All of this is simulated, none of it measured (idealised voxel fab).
The following process module bears the name voxel self aligned vias.
Section shown: cut. Width: 265 nm. Cell size: 5 nm, square.
Notation: cross-section as square-cell grid; stated in bands, top first, going down; one or more cell rows per band.
Band: top and bottom heights (nm) first, top before bottom; then materials from left to right, widths in nm. "edge to edge" marks a sole material filling the band edge to edge. "air" denotes empty space.
Height reference: 0 = level under which incoming wafer is all one material. Lowest band: no bottom, runs on downward, e.g. "0..down".
Think of "30..40" as a width that walks from the first number to the second as you go down the band, top row to bottom row, taking equal-sized steps from row to row.
No cell of the cross-section changed in a step that is given as "no modifications".
Entry "Enclosed cavities" = empty spaces >= 8 cells with no open way to the top; each as width x height at distance, distance from left edge, all nm.
Step line, after settings: the simulator's comment on this step.
The setting "overlay nm" may be written on the line of a step. When the step uses a mask, the value reports how far to the right of the planned place the mask lay, and a negative value reports that it lay to the left.

Plan:
step 1: RECEIVE,material Si
step 2: CONFORMAL_DEP,material SiO2,thk nm 15
step 3: CONFORMAL_DEP,material SiCN,thk nm 5
step 4: DIRECTIONAL_DEP,material SiO2,thk nm 30
step 5: MASKED_ETCH,tone open,mask id LINES,width nm 25,pitch nm 60,etch materials SiO2,depth nm 30,overlay nm 0
step 6: CONFORMAL_DEP,material TiN,thk nm 5
step 7: FILL_DEP,material W,thk nm 5
step 8: CMP,height nm 50
step 9: SELECTIVE_ETCH,etch materials W Ru TiN,depth nm 10
step 10: FILL_DEP,material SiN,thk nm 10
step 11: CMP,height nm 50
step 12: DIRECTIONAL_DEP,material SiO2,thk nm 15
step 13: MASKED_ETCH,tone open,mask id VIAS,width nm 45,pitch nm 60,etch materials SiO2,depth nm 15,overlay nm 0
step 14: MASKED_ETCH,tone open,mask id VIAS,width nm 45,pitch nm 60,etch materials SiN,depth nm 10,overlay nm 0
step 15: CONFORMAL_DEP,material TiN,thk nm 5
step 16: FILL_DEP,material Ru,thk nm 5
step 17: CMP,height nm 65
step 18: CONFORMAL_DEP,material SiCN,thk nm 5

Delivered wafer in cross-section: state after step 1:
> 0..down: Si edge to edge
> Enclosed cavities: none

Wafer cross-section at module end: first of two, run to plan:
> 70..65: SiCN edge to edge
> 65..55: SiO2=50 / TiN=5 / Ru=35 / TiN=5 / SiO2=15 / TiN=5 / Ru=35 / TiN=5 / SiO2=15 / TiN=5 / Ru=35 / TiN=5 / SiO2=50
> 55..45: SiO2=50..60 / TiN=15..5 / Ru=15 / TiN=15..5 / SiO2=15..35 / TiN=15..5 / Ru=15 / TiN=15..5 / SiO2=15..35 / TiN=15..5 / Ru=15 / TiN=15..5 / SiO2=50..60
> 45..40: SiO2=60 / TiN=25 / SiO2=35 / TiN=25 / SiO2=35 / TiN=25 / SiO2=60
> 40..25: SiO2=60 / TiN=5 / W=15 / TiN=5 / SiO2=35 / TiN=5 / W=15 / TiN=5 / SiO2=35 / TiN=5 / W=15 / TiN=5 / SiO2=60
> 25..20: SiO2=60 / TiN=25 / SiO2=35 / TiN=25 / SiO2=35 / TiN=25 / SiO2=60
> 20..15: SiCN edge to edge
> 15..0: SiO2 edge to edge
> 0..down: Si edge to edge
> Enclosed cavities: none

Second wafer through the module, sectioned at the end: same beginning and same plan as the first wafer, with one mistake in carrying it out:
> 70..65: SiCN edge to edge
> 65..55: SiO2=50 / TiN=5 / Ru=35 / TiN=5 / SiO2=15 / TiN=5 / Ru=35 / TiN=5 / SiO2=15 / TiN=5 / Ru=35 / TiN=5 / SiO2=50
> 55..50: SiO2=50 / TiN=45 / SiO2=15 / TiN=45 / SiO2=15 / TiN=45 / SiO2=50
> 50..25: SiO2=60 / TiN=5 / SiCN=15 / TiN=5 / SiO2=35 / TiN=5 / SiCN=15 / TiN=5 / SiO2=35 / TiN=5 / SiCN=15 / TiN=5 / SiO2=60
> 25..20: SiO2=60 / TiN=25 / SiO2=35 / TiN=25 / SiO2=35 / TiN=25 / SiO2=60
> 20..15: SiCN edge to edge
> 15..0: SiO2 edge to edge
> 0..down: Si edge to edge
> Enclosed cavities: none
Short version of what went wrong: step 7 was not run as planned; what actually ran was FILL_DEP,material SiCN,thk nm 5
Heads up, by the end the second wafer has more or fewer cells of some materials compared to the first: 18 fewer of Ru; 45 more of SiCN; 27 fewer of W
